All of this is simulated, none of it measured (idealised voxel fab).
The process module that follows is named voxel plated lines.
We display cut, a cross-section 265 nm in width whose square cells are each 5 nm.
Format of a cross-section: grid, square cells. Given as bands. Order: top down. Band: one or more rows of cells. Each band's line starts with the height of the band's top and of its bottom, in nm. Then come its materials from left to right, each with its width in nm. One material with "everywhere" fills the band from edge to edge. "blank" is empty space. Below 0: as-received wafer, all one material; heights counted from there. Lowest band: no bottom, goes on down, written "from 0 down". Top row gets the first number, bottom row gets the second, and each row in between changes by the same step: that is how a band width like "30->40" works. When a step is marked "changes: none", none of the cells in the cross-section changed during that step. Enclosed voids (no open way to top), threshold 8 cells or more, entry "Closed cavity list", notation width x height at distance, distance from left edge, nm. Post-settings text on a step line: simulator's own remark regarding the step. "overlay nm", when on a step's line for a step with a mask, measures how far to the right of its planned place the mask lay; a negative measure means to the left. Everything after this point is organized in pairs: a cross-section before one process step, a cross-section after it that shows only as deep as the lowest changed band, and, under the pair, the intervening step with its settings. Because different runs of this module on the same starting wafer can supply different pairs, a pair continues from the pair above it only if its entry headed "Pre-step geometry" says so.

[Pre-step geometry]
  from 0 down | Si everywhere
  Closed cavity list: none

[Post-Process View]
  from 5 to 0 | SiO2 everywhere
  Note: structure below 0 unchanged.
  Closed cavity list: none
Step that separates the before view from the after view above: CONFORMAL_DEP: material SiO2, thk nm 5

Pre-step geometry: Reference is made to the cross-section shown after the step in the pair directly above, which represents the state prior to this step.

[Post-Process View]
  from 10 to 5 | TiN everywhere
  Note: structure below 5 unchanged.
  Closed cavity list: none
Step that separates the before view from the after view above: DIRECTIONAL_DEP: material TiN, thk nm 5

Pre-step geometry: Reference is made to the cross-section shown after the step in the pair directly above, which represents the state prior to this step.

[Post-Process View]
  from 35 to 10 | resist 105 nm / blank 15 nm / resist 25 nm / blank 15 nm / resist 105 nm
  Note: structure below 10 unchanged.
  Closed cavity list: none
Step that separates the before view from the after view above: PATTERN: tone open, mask id LINES, material resist, width nm 15, pitch nm 40, thk nm 25, overlay nm 0

Pre-step geometry: Reference is made to the cross-section shown after the step in the pair directly above, which represents the state prior to this step.

[Post-Process View]
  from 35 to 15 | resist 105 nm / blank 15 nm / resist 25 nm / blank 15 nm / resist 105 nm
  from 15 to 10 | resist 105 nm / Ru 15 nm / resist 25 nm / Ru 15 nm / resist 105 nm
  Note: structure below 10 unchanged.
  Closed cavity list: none
Step that separates the before view from the after view above: EPI: material Ru, thk nm 5

Pre-step geometry: Reference is made to the cross-section shown after the step in the pair directly above, which represents the state prior to this step.

[Post-Process View]
  from 35 to 20 | resist 105 nm / blank 15 nm / resist 25 nm / blank 15 nm / resist 105 nm
  from 20 to 10 | resist 105 nm / Ru 15 nm / resist 25 nm / Ru 15 nm / resist 105 nm
  Note: structure below 10 unchanged.
  Closed cavity list: none
Step that separates the before view from the after view above: EPI: material Ru, thk nm 5

Pre-step geometry: Reference is made to the cross-section shown after the step in the pair directly above, which represents the state prior to this step.

[Post-Process View]
  from 20 to 10 | blank 105 nm / Ru 15 nm / blank 25 nm / Ru 15 nm / blank 105 nm
  Note: structure below 10 unchanged.
  Closed cavity list: none
Step that separates the before view from the after view above: STRIP: etch materials resist

Pre-step geometry: Reference is made to the cross-section shown after the step in the pair directly above, which represents the state prior to this step.

[Post-Process View]
  from 20 to 10 | blank 105 nm / Ru 15 nm / blank 25 nm / Ru 15 nm / blank 105 nm
  from 10 to 5 | blank 105 nm / TiN 15 nm / blank 25 nm / TiN 15 nm / blank 105 nm
  Note: structure below 5 unchanged.
  Closed cavity list: none
Step that separates the before view from the after view above: DIRECTIONAL_ETCH: etch materials TiN, depth nm 5

Pre-step geometry: Reference is made to the cross-section shown after the step in the pair directly above, which represents the state prior to this step.

[Post-Process View]
  from 30 to 20 | blank 95 nm / SiCN 35 nm / blank 5 nm / SiCN 35 nm / blank 95 nm
  from 20 to 15 | blank 95 nm / SiCN 10 nm / Ru 15 nm / SiCN 10 nm / blank 5 nm / SiCN 10 nm / Ru 15 nm / SiCN 10 nm / blank 95 nm
  from 15 to 10 | SiCN 105 nm / Ru 15 nm / SiCN 25 nm / Ru 15 nm / SiCN 105 nm
  from 10 to 5 | SiCN 105 nm / TiN 15 nm / SiCN 25 nm / TiN 15 nm / SiCN 105 nm
  Note: structure below 5 unchanged.
  Closed cavity list: none
Step that separates the before view from the after view above: CONFORMAL_DEP: material SiCN, thk nm 10

[Pre-step geometry]
  from 35 to 15 | resist 105 nm / blank 15 nm / resist 25 nm / blank 15 nm / resist 105 nm
  from 15 to 10 | resist 105 nm / Ru 15 nm / resist 25 nm / Ru 15 nm / resist 105 nm
  from 10 to 5 | TiN everywhere
  from 5 to 0 | SiO2 everywhere
  from 0 down | Si everywhere
  Closed cavity list: none

[Post-Process View]
  from 15 to 10 | blank 105 nm / Ru 15 nm / blank 25 nm / Ru 15 nm / blank 105 nm
  Note: structure below 10 unchanged.
  Closed cavity list: none
Step that separates the before view from the after view above: STRIP: etch materials resist

Pre-step geometry: Reference is made to the cross-section shown after the step in the pair directly above, which represents the state prior to this step.

[Post-Process View]
  from 20 to 15 | blank 100 nm / Ru 25 nm / blank 15 nm / Ru 25 nm / blank 100 nm
  from 15 to 10 | Ru everywhere
  Note: structure below 10 unchanged.
  Closed cavity list: none
Step that separates the before view from the after view above: EPI: material Ru, thk nm 5

Pre-step geometry: Reference is made to the cross-section shown after the step in the pair directly above, which represents the state prior to this step.

[Post-Process View]
  from 30 to 25 | blank 90 nm / SiCN 85 nm / blank 90 nm
  from 25 to 20 | SiCN everywhere
  from 20 to 15 | SiCN 100 nm / Ru 25 nm / SiCN 15 nm / Ru 25 nm / SiCN 100 nm
  Note: structure below 15 unchanged.
  Closed cavity list: none
Step that separates the before view from the after view above: CONFORMAL_DEP: material SiCN, thk nm 10

[Pre-step geometry]
  from 5 to 0 | SiO2 everywhere
  from 0 down | Si everywhere
  Closed cavity list: none

[Post-Process View]
  from 20 to 5 | TiN everywhere
  Note: structure below 5 unchanged.
  Closed cavity list: none
Step that separates the before view from the after view above: DIRECTIONAL_DEP: material TiN, thk nm 15

Pre-step geometry: Reference is made to the cross-section shown after the step in the pair directly above, which represents the state prior to this step.

[Post-Process View]
  from 45 to 20 | resist 105 nm / blank 15 nm / resist 25 nm / blank 15 nm / resist 105 nm
  Note: structure below 20 unchanged.
  Closed cavity list: none
Step that separates the before view from the after view above: PATTERN: tone open, mask id LINES, material resist, width nm 15, pitch nm 40, thk nm 25, overlay nm 0

Pre-step geometry: Reference is made to the cross-section shown after the step in the pair directly above, which represents the state prior to this step.

[Post-Process View]
  from 45 to 25 | resist 105 nm / blank 15 nm / resist 25 nm / blank 15 nm / resist 105 nm
  from 25 to 20 | resist 105 nm / Ru 15 nm / resist 25 nm / Ru 15 nm / resist 105 nm
  Note: structure below 20 unchanged.
  Closed cavity list: none
Step that separates the before view from the after view above: EPI: material Ru, thk nm 5

Pre-step geometry: Reference is made to the cross-section shown after the step in the pair directly above, which represents the state prior to this step.

[Post-Process View]
  from 45 to 30 | resist 105 nm / blank 15 nm / resist 25 nm / blank 15 nm / resist 105 nm
  from 30 to 20 | resist 105 nm / Ru 15 nm / resist 25 nm / Ru 15 nm / resist 105 nm
  Note: structure below 20 unchanged.
  Closed cavity list: none
Step that separates the before view from the after view above: EPI: material Ru, thk nm 5

Pre-step geometry: Reference is made to the cross-section shown after the step in the pair directly above, which represents the state prior to this step.

[Post-Process View]
  from 30 to 20 | blank 105 nm / Ru 15 nm / blank 25 nm / Ru 15 nm / blank 105 nm
  Note: structure below 20 unchanged.
  Closed cavity list: none
Step that separates the before view from the after view above: STRIP: etch materials resist

Pre-step geometry: Reference is made to the cross-section shown after the step in the pair directly above, which represents the state prior to this step.

[Post-Process View]
  from 30 to 20 | blank 105 nm / Ru 15 nm / blank 25 nm / Ru 15 nm / blank 105 nm
  from 20 to 15 | blank 105 nm / TiN 15 nm / blank 25 nm / TiN 15 nm / blank 105 nm
  Note: structure below 15 unchanged.
  Closed cavity list: none
Step that separates the before view from the after view above: DIRECTIONAL_ETCH: etch materials TiN, depth nm 5

Pre-step geometry: Reference is made to the cross-section shown after the step in the pair directly above, which represents the state prior to this step.

[Post-Process View]
  from 40 to 30 | blank 95 nm / SiCN 35 nm / blank 5 nm / SiCN 35 nm / blank 95 nm
  from 30 to 25 | blank 95 nm / SiCN 10 nm / Ru 15 nm / SiCN 10 nm / blank 5 nm / SiCN 10 nm / Ru 15 nm / SiCN 10 nm / blank 95 nm
  from 25 to 20 | SiCN 105 nm / Ru 15 nm / SiCN 25 nm / Ru 15 nm / SiCN 105 nm
  from 20 to 15 | SiCN 105 nm / TiN 15 nm / SiCN 25 nm / TiN 15 nm / SiCN 105 nm
  Note: structure below 15 unchanged.
  Closed cavity list: none
Step that separates the before view from the after view above: CONFORMAL_DEP: material SiCN, thk nm 10

[Pre-step geometry]
  from 10 to 5 | TiN everywhere
  from 5 to 0 | SiO2 everywhere
  from 0 down | Si everywhere
  Closed cavity list: none

[Post-Process View]
  from 35 to 10 | resist 105 nm / blank 20 nm / resist 20 nm / blank 20 nm / resist 100 nm
  Note: structure below 10 unchanged.
  Closed cavity list: none
Step that separates the before view from the after view above: PATTERN: tone open, mask id LINES, material resist, width nm 20, pitch nm 40, thk nm 25, overlay nm 0

Pre-step geometry: Reference is made to the cross-section shown after the step in the pair directly above, which represents the state prior to this step.

[Post-Process View]
  from 35 to 15 | resist 105 nm / blank 20 nm / resist 20 nm / blank 20 nm / resist 100 nm
  from 15 to 10 | resist 105 nm / Ru 20 nm / resist 20 nm / Ru 20 nm / resist 100 nm
  Note: structure below 10 unchanged.
  Closed cavity list: none
Step that separates the before view from the after view above: EPI: material Ru, thk nm 5

Pre-step geometry: Reference is made to the cross-section shown after the step in the pair directly above, which represents the state prior to this step.

[Post-Process View]
  from 35 to 20 | resist 105 nm / blank 20 nm / resist 20 nm / blank 20 nm / resist 100 nm
  from 20 to 10 | resist 105 nm / Ru 20 nm / resist 20 nm / Ru 20 nm / resist 100 nm
  Note: structure below 10 unchanged.
  Closed cavity list: none
Step that separates the before view from the after view above: EPI: material Ru, thk nm 5

Pre-step geometry: Reference is made to the cross-section shown after the step in the pair directly above, which represents the state prior to this step.

[Post-Process View]
  from 20 to 10 | blank 105 nm / Ru 20 nm / blank 20 nm / Ru 20 nm / blank 100 nm
  Note: structure below 10 unchanged.
  Closed cavity list: none
Step that separates the before view from the after view above: STRIP: etch materials resist

Pre-step geometry: Reference is made to the cross-section shown after the step in the pair directly above, which represents the state prior to this step.

[Post-Process View]
  from 20 to 10 | blank 105 nm / Ru 20 nm / blank 20 nm / Ru 20 nm / blank 100 nm
  from 10 to 5 | blank 105 nm / TiN 20 nm / blank 20 nm / TiN 20 nm / blank 100 nm
  Note: structure below 5 unchanged.
  Closed cavity list: none
Step that separates the before view from the after view above: DIRECTIONAL_ETCH: etch materials TiN, depth nm 5

Pre-step geometry: Reference is made to the cross-section shown after the step in the pair directly above, which represents the state prior to this step.

[Post-Process View]
  from 30 to 20 | blank 95 nm / SiCN 80 nm / blank 90 nm
  from 20 to 15 | blank 95 nm / SiCN 10 nm / Ru 20 nm / SiCN 20 nm / Ru 20 nm / SiCN 10 nm / blank 90 nm
  from 15 to 10 | SiCN 105 nm / Ru 20 nm / SiCN 20 nm / Ru 20 nm / SiCN 100 nm
  from 10 to 5 | SiCN 105 nm / TiN 20 nm / SiCN 20 nm / TiN 20 nm / SiCN 100 nm
  Note: structure below 5 unchanged.
  Closed cavity list: none
Step that separates the before view from the after view above: CONFORMAL_DEP: material SiCN, thk nm 10

[Pre-step geometry]
  from 10 to 5 | TiN everywhere
  from 5 to 0 | SiO2 everywhere
  from 0 down | Si everywhere
  Closed cavity list: none

[Post-Process View]
  from 35 to 10 | resist 115 nm / blank 15 nm / resist 25 nm / blank 15 nm / resist 95 nm
  Note: structure below 10 unchanged.
  Closed cavity list: none
Step that separates the before view from the after view above: PATTERN: tone open, mask id LINES, material resist, width nm 15, pitch nm 40, thk nm 25, overlay nm 10

Pre-step geometry: Reference is made to the cross-section shown after the step in the pair directly above, which represents the state prior to this step.

[Post-Process View]
  from 35 to 15 | resist 115 nm / blank 15 nm / resist 25 nm / blank 15 nm / resist 95 nm
  from 15 to 10 | resist 115 nm / Ru 15 nm / resist 25 nm / Ru 15 nm / resist 95 nm
  Note: structure below 10 unchanged.
  Closed cavity list: none
Step that separates the before view from the after view above: EPI: material Ru, thk nm 5

Pre-step geometry: Reference is made to the cross-section shown after the step in the pair directly above, which represents the state prior to this step.

[Post-Process View]
  from 35 to 20 | resist 115 nm / blank 15 nm / resist 25 nm / blank 15 nm / resist 95 nm
  from 20 to 10 | resist 115 nm / Ru 15 nm / resist 25 nm / Ru 15 nm / resist 95 nm
  Note: structure below 10 unchanged.
  Closed cavity list: none
Step that separates the before view from the after view above: EPI: material Ru, thk nm 5

Pre-step geometry: Reference is made to the cross-section shown after the step in the pair directly above, which represents the state prior to this step.

[Post-Process View]
  from 20 to 10 | blank 115 nm / Ru 15 nm / blank 25 nm / Ru 15 nm / blank 95 nm
  Note: structure below 10 unchanged.
  Closed cavity list: none
Step that separates the before view from the after view above: STRIP: etch materials resist

Pre-step geometry: Reference is made to the cross-section shown after the step in the pair directly above, which represents the state prior to this step.

[Post-Process View]
  from 20 to 10 | blank 115 nm / Ru 15 nm / blank 25 nm / Ru 15 nm / blank 95 nm
  from 10 to 5 | blank 115 nm / TiN 15 nm / blank 25 nm / TiN 15 nm / blank 95 nm
  Note: structure below 5 unchanged.
  Closed cavity list: none
Step that separates the before view from the after view above: DIRECTIONAL_ETCH: etch materials TiN, depth nm 5

Pre-step geometry: Reference is made to the cross-section shown after the step in the pair directly above, which represents the state prior to this step.

[Post-Process View]
  from 30 to 20 | blank 105 nm / SiCN 35 nm / blank 5 nm / SiCN 35 nm / blank 85 nm
  from 20 to 15 | blank 105 nm / SiCN 10 nm / Ru 15 nm / SiCN 10 nm / blank 5 nm / SiCN 10 nm / Ru 15 nm / SiCN 10 nm / blank 85 nm
  from 15 to 10 | SiCN 115 nm / Ru 15 nm / SiCN 25 nm / Ru 15 nm / SiCN 95 nm
  from 10 to 5 | SiCN 115 nm / TiN 15 nm / SiCN 25 nm / TiN 15 nm / SiCN 95 nm
  Note: structure below 5 unchanged.
  Closed cavity list: none
Step that separates the before view from the after view above: CONFORMAL_DEP: material SiCN, thk nm 10

[Pre-step geometry]
  from 5 to 0 | SiO2 everywhere
  from 0 down | Si everywhere
  Closed cavity list: none

[Post-Process View]
  from 10 to 5 | Ru everywhere
  Note: structure below 5 unchanged.
  Closed cavity list: none
Step that separates the before view from the after view above: DIRECTIONAL_DEP: material Ru, thk nm 5

Pre-step geometry: Reference is made to the cross-section shown after the step in the pair directly above, which represents the state prior to this step.

[Post-Process View]
  from 35 to 10 | resist 105 nm / blank 15 nm / resist 25 nm / blank 15 nm / resist 105 nm
  Note: structure below 10 unchanged.
  Closed cavity list: none
Step that separates the before view from the after view above: PATTERN: tone open, mask id LINES, material resist, width nm 15, pitch nm 40, thk nm 25, overlay nm 0

Pre-step geometry: Reference is made to the cross-section shown after the step in the pair directly above, which represents the state prior to this step.

[Post-Process View]
  from 35 to 15 | resist 105 nm / blank 15 nm / resist 25 nm / blank 15 nm / resist 105 nm
  from 15 to 10 | resist 105 nm / Ru 15 nm / resist 25 nm / Ru 15 nm / resist 105 nm
  Note: structure below 10 unchanged.
  Closed cavity list: none
Step that separates the before view from the after view above: EPI: material Ru, thk nm 5

Pre-step geometry: Reference is made to the cross-section shown after the step in the pair directly above, which represents the state prior to this step.

[Post-Process View]
  from 35 to 20 | resist 105 nm / blank 15 nm / resist 25 nm / blank 15 nm / resist 105 nm
  from 20 to 10 | resist 105 nm / Ru 15 nm / resist 25 nm / Ru 15 nm / resist 105 nm
  Note: structure below 10 unchanged.
  Closed cavity list: none
Step that separates the before view from the after view above: EPI: material Ru, thk nm 5

Pre-step geometry: Reference is made to the cross-section shown after the step in the pair directly above, which represents the state prior to this step.

[Post-Process View]
  from 20 to 10 | blank 105 nm / Ru 15 nm / blank 25 nm / Ru 15 nm / blank 105 nm
  Note: structure below 10 unchanged.
  Closed cavity list: none
Step that separates the before view from the after view above: STRIP: etch materials resist

Pre-step geometry: Reference is made to the cross-section shown after the step in the pair directly above, which represents the state prior to this step.

[Post-Process View]
  from 30 to 20 | blank 95 nm / SiCN 35 nm / blank 5 nm / SiCN 35 nm / blank 95 nm
  from 20 to 10 | SiCN 105 nm / Ru 15 nm / SiCN 25 nm / Ru 15 nm / SiCN 105 nm
  Note: structure below 10 unchanged.
  Closed cavity list: none
Step that separates the before view from the after view above: CONFORMAL_DEP: material SiCN, thk nm 10

[Pre-step geometry]
  from 10 to 5 | TiN everywhere
  from 5 to 0 | SiO2 everywhere
  from 0 down | Si everywhere
  Closed cavity list: none

[Post-Process View]
  from 35 to 10 | blank 105 nm / resist 15 nm / blank 25 nm / resist 15 nm / blank 105 nm
  Note: structure below 10 unchanged.
  Closed cavity list: none
Step that separates the before view from the after view above: PATTERN: tone cover, mask id LINES, material resist, width nm 15, pitch nm 40, thk nm 25, overlay nm 0

Pre-step geometry: Reference is made to the cross-section shown after the step in the pair directly above, which represents the state prior to this step.

[Post-Process View]
  from 35 to 15 | blank 105 nm / resist 15 nm / blank 25 nm / resist 15 nm / blank 105 nm
  from 15 to 10 | Ru 105 nm / resist 15 nm / Ru 25 nm / resist 15 nm / Ru 105 nm
  Note: structure below 10 unchanged.
  Closed cavity list: none
Step that separates the before view from the after view above: EPI: material Ru, thk nm 5

Pre-step geometry: Reference is made to the cross-section shown after the step in the pair directly above, which represents the state prior to this step.

[Post-Process View]
  from 35 to 20 | blank 105 nm / resist 15 nm / blank 25 nm / resist 15 nm / blank 105 nm
  from 20 to 10 | Ru 105 nm / resist 15 nm / Ru 25 nm / resist 15 nm / Ru 105 nm
  Note: structure below 10 unchanged.
  Closed cavity list: none
Step that separates the before view from the after view above: EPI: material Ru, thk nm 5

Pre-step geometry: Reference is made to the cross-section shown after the step in the pair directly above, which represents the state prior to this step.

[Post-Process View]
  from 20 to 10 | Ru 105 nm / blank 15 nm / Ru 25 nm / blank 15 nm / Ru 105 nm
  Note: structure below 10 unchanged.
  Closed cavity list: none
Step that separates the before view from the after view above: STRIP: etch materials resist

Pre-step geometry: Reference is made to the cross-section shown after the step in the pair directly above, which represents the state prior to this step.

[Post-Process View]
  from 20 to 10 | Ru 105 nm / blank 15 nm / Ru 25 nm / blank 15 nm / Ru 105 nm
  from 10 to 5 | TiN 105 nm / blank 15 nm / TiN 25 nm / blank 15 nm / TiN 105 nm
  Note: structure below 5 unchanged.
  Closed cavity list: none
Step that separates the before view from the after view above: DIRECTIONAL_ETCH: etch materials TiN, depth nm 5

Pre-step geometry: Reference is made to the cross-section shown after the step in the pair directly above, which represents the state prior to this step.

[Post-Process View]
  from 30 to 20 | SiCN everywhere
  from 20 to 10 | Ru 105 nm / SiCN 15 nm / Ru 25 nm / SiCN 15 nm / Ru 105 nm
  from 10 to 5 | TiN 105 nm / SiCN 15 nm / TiN 25 nm / SiCN 15 nm / TiN 105 nm
  Note: structure below 5 unchanged.
  Closed cavity list: none
Step that separates the before view from the after view above: CONFORMAL_DEP: material SiCN, thk nm 10
